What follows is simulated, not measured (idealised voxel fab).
Process module heading - voxel trench capacitor
The width of the displayed cross-section, cut, is 250 nm; its cells are square, with a size of 5 nm.
Cross-section, as written here: a square-cell grid given band by band from the top down, where a band holds one or more rows of cells.
For a band, the entry starts with two heights in nm, that of the top and then that of the bottom, and carries on with the band's materials in order from left to right, each alongside its width in nm; the word "everywhere" beside a single material means it fills the band edge to edge, and "blank" means empty space.
Heights are expressed relative to 0, this being the level below which the as-received wafer comprises one material exclusively. The lowest band is unbounded in the downward direction and is denoted as in "0 down".
So if you see something like "30 to 40" for the width, read it as the top row of the band sitting at the first number and the bottom row at the second, with every row in between moving by the same amount as the last.
Step marked "no modifications"? Then no cell in the cross-section changed in it.
"Closed void register" enumerates empty spaces isolated from the top, with no open way to it, that contain at least 8 cells, giving each as width x height at distance from the left edge, all three in nm.
Anything after a step's settings on that line? It's the simulator's own note about the step.
The optional step-line setting "overlay nm" applies to steps with a mask and quantifies how far to the right of its planned location the mask lay, a negative value indicating leftward placement.

# The process steps that were planned are listed below
1: RECEIVE | material Si
2: CONFORMAL_DEP | material SiN | thk nm 10
3: DIRECTIONAL_DEP | material aC | thk nm 10
4: PATTERN | tone open | mask id TRENCH | material resist | width nm 15 | pitch nm 40 | thk nm 25 | overlay nm 0
5: DIRECTIONAL_ETCH | etch materials aC | depth nm 10
6: STRIP | etch materials resist
7: DIRECTIONAL_ETCH | etch materials SiN | depth nm 10
8: DIRECTIONAL_ETCH | etch materials Si | depth nm 40
9: STRIP | etch materials aC
10: CONFORMAL_DEP | material SiO2 | thk nm 5
11: FILL_DEP | material polySi | thk nm 10
12: CMP | height nm 10

# The following pertains to the first of two wafers, which was processed as planned

# As-received state of the wafer in cross-section, equivalent to post-step 1
- 0 down = Si everywhere
- Closed void register: none

# Wafer section view after processing step 2
- 10 to 0 = SiN everywhere
- Below a height of 0, the structure has not been altered.

# Wafer section view after processing step 3
- 20 to 10 = aC everywhere
- Below a height of 10, the structure has not been altered.

# Wafer section view after processing step 4
- 45 to 20 = 75 nm resist  15 nm blank  25 nm resist  15 nm blank  25 nm resist  15 nm blank  80 nm resist
- Below a height of 20, the structure has not been altered.

# Wafer section view after processing step 5
- 35 to 20 = 75 nm resist  15 nm blank  25 nm resist  15 nm blank  25 nm resist  15 nm blank  80 nm resist
- 20 to 10 = 75 nm aC  15 nm blank  25 nm aC  15 nm blank  25 nm aC  15 nm blank  80 nm aC
- Below a height of 10, the structure has not been altered.

# Wafer section view after processing step 6
- 20 to 10 = 75 nm aC  15 nm blank  25 nm aC  15 nm blank  25 nm aC  15 nm blank  80 nm aC
- Below a height of 10, the structure has not been altered.

# Wafer section view after processing step 7
- 20 to 10 = 75 nm aC  15 nm blank  25 nm aC  15 nm blank  25 nm aC  15 nm blank  80 nm aC
- 10 to 0 = 75 nm SiN  15 nm blank  25 nm SiN  15 nm blank  25 nm SiN  15 nm blank  80 nm SiN
- Below a height of 0, the structure has not been altered.

# Wafer section view after processing step 8
- 20 to 10 = 75 nm aC  15 nm blank  25 nm aC  15 nm blank  25 nm aC  15 nm blank  80 nm aC
- 10 to 0 = 75 nm SiN  15 nm blank  25 nm SiN  15 nm blank  25 nm SiN  15 nm blank  80 nm SiN
- 0 to -40 = 75 nm Si  15 nm blank  25 nm Si  15 nm blank  25 nm Si  15 nm blank  80 nm Si
- Below a height of -40, the structure has not been altered.

# Wafer section view after processing step 9
- 10 to 0 = 75 nm SiN  15 nm blank  25 nm SiN  15 nm blank  25 nm SiN  15 nm blank  80 nm SiN
- Below a height of 0, the structure has not been altered.

# Wafer section view after processing step 10
- 15 to 10 = 80 nm SiO2  5 nm blank  35 nm SiO2  5 nm blank  35 nm SiO2  5 nm blank  85 nm SiO2
- 10 to 0 = 75 nm SiN  5 nm SiO2  5 nm blank  5 nm SiO2  25 nm SiN  5 nm SiO2  5 nm blank  5 nm SiO2  25 nm SiN  5 nm SiO2  5 nm blank  5 nm SiO2  80 nm SiN
- 0 to -35 = 75 nm Si  5 nm SiO2  5 nm blank  5 nm SiO2  25 nm Si  5 nm SiO2  5 nm blank  5 nm SiO2  25 nm Si  5 nm SiO2  5 nm blank  5 nm SiO2  80 nm Si
- -35 to -40 = 75 nm Si  15 nm SiO2  25 nm Si  15 nm SiO2  25 nm Si  15 nm SiO2  80 nm Si
- Below a height of -40, the structure has not been altered.

# Wafer section view after processing step 11
- 25 to 15 = polySi everywhere
- 15 to 10 = 80 nm SiO2  5 nm polySi  35 nm SiO2  5 nm polySi  35 nm SiO2  5 nm polySi  85 nm SiO2
- 10 to 0 = 75 nm SiN  5 nm SiO2  5 nm polySi  5 nm SiO2  25 nm SiN  5 nm SiO2  5 nm polySi  5 nm SiO2  25 nm SiN  5 nm SiO2  5 nm polySi  5 nm SiO2  80 nm SiN
- 0 to -35 = 75 nm Si  5 nm SiO2  5 nm polySi  5 nm SiO2  25 nm Si  5 nm SiO2  5 nm polySi  5 nm SiO2  25 nm Si  5 nm SiO2  5 nm polySi  5 nm SiO2  80 nm Si
- Below a height of -35, the structure has not been altered.

# Wafer section view after processing step 12
- 10 to 0 = 75 nm SiN  5 nm SiO2  5 nm polySi  5 nm SiO2  25 nm SiN  5 nm SiO2  5 nm polySi  5 nm SiO2  25 nm SiN  5 nm SiO2  5 nm polySi  5 nm SiO2  80 nm SiN
- Below a height of 0, the structure has not been altered.

# Wafer two. Same start, same plan, one slip in execution. Same as wafer one through step 3, inclusive

# The second wafer in cross-section, at the planned close of step 4
- 45 to 20 = 70 nm resist  25 nm blank  15 nm resist  25 nm blank  15 nm resist  25 nm blank  75 nm resist
- Below a height of 20, the structure has not been altered.

# The second wafer in cross-section, at the planned close of step 5
- 35 to 20 = 70 nm resist  25 nm blank  15 nm resist  25 nm blank  15 nm resist  25 nm blank  75 nm resist
- 20 to 10 = 70 nm aC  25 nm blank  15 nm aC  25 nm blank  15 nm aC  25 nm blank  75 nm aC
- Below a height of 10, the structure has not been altered.

# The second wafer in cross-section, at the planned close of step 6
- 20 to 10 = 70 nm aC  25 nm blank  15 nm aC  25 nm blank  15 nm aC  25 nm blank  75 nm aC
- Below a height of 10, the structure has not been altered.

# The second wafer in cross-section, at the planned close of step 7
- 20 to 10 = 70 nm aC  25 nm blank  15 nm aC  25 nm blank  15 nm aC  25 nm blank  75 nm aC
- 10 to 0 = 70 nm SiN  25 nm blank  15 nm SiN  25 nm blank  15 nm SiN  25 nm blank  75 nm SiN
- Below a height of 0, the structure has not been altered.

# The second wafer in cross-section, at the planned close of step 8
- 20 to 10 = 70 nm aC  25 nm blank  15 nm aC  25 nm blank  15 nm aC  25 nm blank  75 nm aC
- 10 to 0 = 70 nm SiN  25 nm blank  15 nm SiN  25 nm blank  15 nm SiN  25 nm blank  75 nm SiN
- 0 to -40 = 70 nm Si  25 nm blank  15 nm Si  25 nm blank  15 nm Si  25 nm blank  75 nm Si
- Below a height of -40, the structure has not been altered.

# The second wafer in cross-section, at the planned close of step 9
- 10 to 0 = 70 nm SiN  25 nm blank  15 nm SiN  25 nm blank  15 nm SiN  25 nm blank  75 nm SiN
- Below a height of 0, the structure has not been altered.

# The second wafer in cross-section, at the planned close of step 10
- 15 to 10 = 75 nm SiO2  15 nm blank  25 nm SiO2  15 nm blank  25 nm SiO2  15 nm blank  80 nm SiO2
- 10 to 0 = 70 nm SiN  5 nm SiO2  15 nm blank  5 nm SiO2  15 nm SiN  5 nm SiO2  15 nm blank  5 nm SiO2  15 nm SiN  5 nm SiO2  15 nm blank  5 nm SiO2  75 nm SiN
- 0 to -35 = 70 nm Si  5 nm SiO2  15 nm blank  5 nm SiO2  15 nm Si  5 nm SiO2  15 nm blank  5 nm SiO2  15 nm Si  5 nm SiO2  15 nm blank  5 nm SiO2  75 nm Si
- -35 to -40 = 70 nm Si  25 nm SiO2  15 nm Si  25 nm SiO2  15 nm Si  25 nm SiO2  75 nm Si
- Below a height of -40, the structure has not been altered.

# The second wafer in cross-section, at the planned close of step 11
- 25 to 15 = polySi everywhere
- 15 to 10 = 75 nm SiO2  15 nm polySi  25 nm SiO2  15 nm polySi  25 nm SiO2  15 nm polySi  80 nm SiO2
- 10 to 0 = 70 nm SiN  5 nm SiO2  15 nm polySi  5 nm SiO2  15 nm SiN  5 nm SiO2  15 nm polySi  5 nm SiO2  15 nm SiN  5 nm SiO2  15 nm polySi  5 nm SiO2  75 nm SiN
- 0 to -35 = 70 nm Si  5 nm SiO2  15 nm polySi  5 nm SiO2  15 nm Si  5 nm SiO2  15 nm polySi  5 nm SiO2  15 nm Si  5 nm SiO2  15 nm polySi  5 nm SiO2  75 nm Si
- Below a height of -35, the structure has not been altered.

# The second wafer in cross-section, at the planned close of step 12
- 10 to 0 = 70 nm SiN  5 nm SiO2  15 nm polySi  5 nm SiO2  15 nm SiN  5 nm SiO2  15 nm polySi  5 nm SiO2  15 nm SiN  5 nm SiO2  15 nm polySi  5 nm SiO2  75 nm SiN
- Below a height of 0, the structure has not been altered.
The plan and the run diverged here: step 4 did not use the planned setting and instead ran as PATTERN | tone open | mask id TRENCH | material resist | width nm 25 | pitch nm 40 | thk nm 25 | overlay nm 0
The second wafer ends with more or fewer cells of some materials than the first, per final count: Si -48; SiN -12; SiO2 +6; polySi +54
